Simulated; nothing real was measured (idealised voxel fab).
process module | voxel self aligned contacts
cross-section cut | 260 nm wide | cells 5 nm
A cross-section is a grid of square cells, given in bands from the top down. A band is one or more rows of cells.
Each band's line starts with the height of the band's top and of its bottom, in nm. Then come its materials from left to right, each with its width in nm. One material with "throughout" fills the band from edge to edge. "air" is empty space.
Height 0 is the level under which the wafer as received is all one material. The lowest band goes on downwards, as in "0 down".
A width such as "30 to 40" changes by the same amount from each row of cells to the next, from the band's top row to its bottom row.
"no change" after a step means that no cell of the cross-section changed.
closed voids: empty space of 8 cells or more with no open way to the top, each as width x height at its distance from the left edge, in nm
after a step's settings: what the simulator itself notes on the step
overlay nm, on a step with a mask: how far to the right of its planned place the mask lay; to the left if negative
plan
1 op RECEIVE | material Si
2 op OXIDIZE | depth nm 5
3 op DIRECTIONAL_DEP | material polySi | thk nm 30
4 op DIRECTIONAL_DEP | material SiN | thk nm 25
5 op PATTERN | tone cover | mask id GATE | material resist | width nm 25 | pitch nm 70 | thk nm 15 | overlay nm 0
6 op DIRECTIONAL_ETCH | etch materials SiN | depth nm 25
7 op DIRECTIONAL_ETCH | etch materials polySi | depth nm 30
8 op STRIP | etch materials resist
9 op CONFORMAL_DEP | material SiN | thk nm 10
10 op DIRECTIONAL_ETCH | etch materials SiN | depth nm 10
11 op FILL_DEP | material SiO2 | thk nm 15
12 op CMP | height nm 65
13 op MASKED_ETCH | tone open | mask id CONTACT | width nm 55 | pitch nm 70 | etch materials SiO2 | depth nm 70 | overlay nm 0
14 op CONFORMAL_DEP | material TiN | thk nm 5
15 op FILL_DEP | material W | thk nm 10
16 op CMP | height nm 65
17 op CONFORMAL_DEP | material SiN | thk nm 5
as received, after step 1
  0 down: Si throughout
  closed voids: none
a wafer at the end: this start, this plan, one mistake
  70 to 65: SiN throughout
  65 to 55: SiO2 65 | TiN 5 to 25 | W 45 to 5 | TiN 5 to 25 | SiO2 15 | TiN 5 to 25 | W 45 to 5 | TiN 5 to 25 | SiO2 70
  55 to 30: SiO2 30 | SiN 55 | TiN 5 | W 5 | TiN 5 | SiN 55 | TiN 5 | W 5 | TiN 5 | SiN 55 | SiO2 35
  30 to 0: SiO2 30 | SiN 10 | polySi 35 | SiN 10 | TiN 5 | W 5 | TiN 5 | SiN 10 | polySi 35 | SiN 10 | TiN 5 | W 5 | TiN 5 | SiN 10 | polySi 35 | SiN 10 | SiO2 35
  0 to -5: SiO2 85 | TiN 15 | SiO2 55 | TiN 15 | SiO2 90
  -5 down: Si throughout
  closed voids: none
what went wrong: step 5 ran as: op PATTERN | tone cover | mask id GATE | material resist | width nm 35 | pitch nm 70 | thk nm 15 | overlay nm 0
